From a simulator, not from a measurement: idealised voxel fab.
The following is a process module called voxel self aligned contacts.
Each square cell in cross-section cut measures 5 nm, and the section as a whole is 210 nm wide.
How to read a cross-section here: the picture is a grid of square cells, written as bands going from the top down, and any band can span one or more rows of cells. Heights first: top, then bottom, in nm. Then materials, left to right, each with a width in nm. "full width" on a single material: fills the band edge to edge. "empty": empty space. Height reference: 0 = level under which incoming wafer is all one material. Lowest band: no bottom, runs on downward, e.g. "z 0 and below". The notation "30..40" denotes a width that varies across the rows of cells in the band, beginning at the first number in the top row, finishing at the second number in the bottom row, and changing by an identical amount from each row to the next. "nothing was modified" -> step changed no cross-section cell. In the "Fully sealed cavities" entry, you get each enclosed empty space of 8 cells or more, one with no open way to the top, written width x height at distance, distance from the left edge, in nm. Whatever follows a step's settings on its line is a remark the simulator itself makes about that step. overlay nm: on a step with a mask, how far right of its planned place the mask lay; negative means left.
-- List of planned process steps
| 1 | RECEIVE with material Si |
| 2 | OXIDIZE with depth nm 5 |
| 3 | DIRECTIONAL_DEP with material polySi, thk nm 20 |
| 4 | DIRECTIONAL_DEP with material SiN, thk nm 15 |
| 5 | MASKED_ETCH with tone cover, mask id GATE, width nm 35, pitch nm 65, etch materials SiN, depth nm 15, overlay nm 0 |
| 6 | MASKED_ETCH with tone cover, mask id GATE, width nm 35, pitch nm 65, etch materials polySi, depth nm 20, overlay nm 0 |
| 7 | CONFORMAL_DEP with material SiN, thk nm 5 |
| 8 | DIRECTIONAL_ETCH with etch materials SiN, depth nm 5 |
| 9 | FILL_DEP with material SiO2, thk nm 10 |
| 10 | CMP with height nm 40 |
| 11 | MASKED_ETCH with tone open, mask id CONTACT, width nm 50, etch materials SiO2, depth nm 45, overlay nm 0 |
| 12 | CONFORMAL_DEP with material TiN, thk nm 5 |
| 13 | FILL_DEP with material W, thk nm 10 |
| 14 | CMP with height nm 40 |
| 15 | CONFORMAL_DEP with material SiN, thk nm 5 |
-- Cross-section: wafer on arrival = after step 1
* z 0 and below  Si full width
* Fully sealed cavities: none
-- Looking at the first of two wafers in cross-section at end of module - ran to plan
* z 45 to 40  SiN full width
* z 40 to 35  SiO2 (80)  TiN (20)  W (10)  TiN (20)  SiO2 (80)
* z 35 to 20  SiO2 (50)  SiN (45)  TiN (5)  W (10)  TiN (5)  SiN (45)  SiO2 (50)
* z 20 to 0  SiO2 (50)  SiN (5)  polySi (35)  SiN (5)  TiN (5)  W (10)  TiN (5)  SiN (5)  polySi (35)  SiN (5)  SiO2 (50)
* z 0 to -5  SiO2 (95)  TiN (20)  SiO2 (95)
* z -5 and below  Si full width
* Fully sealed cavities: none
-- End of module, second wafer, cross-section. Started like the first, planned like the first, run with one mistake
* z 45 to 40  SiN full width
* z 40 to 35  SiO2 (80)  TiN (20)  W (10)  TiN (20)  SiO2 (80)
* z 35 to 20  SiO2 (50)  SiN (5)  polySi (35)  SiN (5)  TiN (5)  W (10)  TiN (5)  SiN (5)  polySi (35)  SiN (5)  SiO2 (50)
* z 20 to 15  SiO2 (50)  SiN (5)  polySi (35)  SiN (5)  TiN (20)  SiN (5)  polySi (35)  SiN (5)  SiO2 (50)
* z 15 to 0  SiN full width
* z 0 to -5  SiO2 full width
* z -5 and below  Si full width
* Fully sealed cavities: none
The plan and the run diverged here: steps 3 and 4 of the plan were run in the wrong order, each in the other's place
It is noted that, at the conclusion of processing, the second wafer exhibits a higher or lower cell count for certain materials relative to the first: +72 SiN | -56 SiO2 | -8 TiN | -8 W
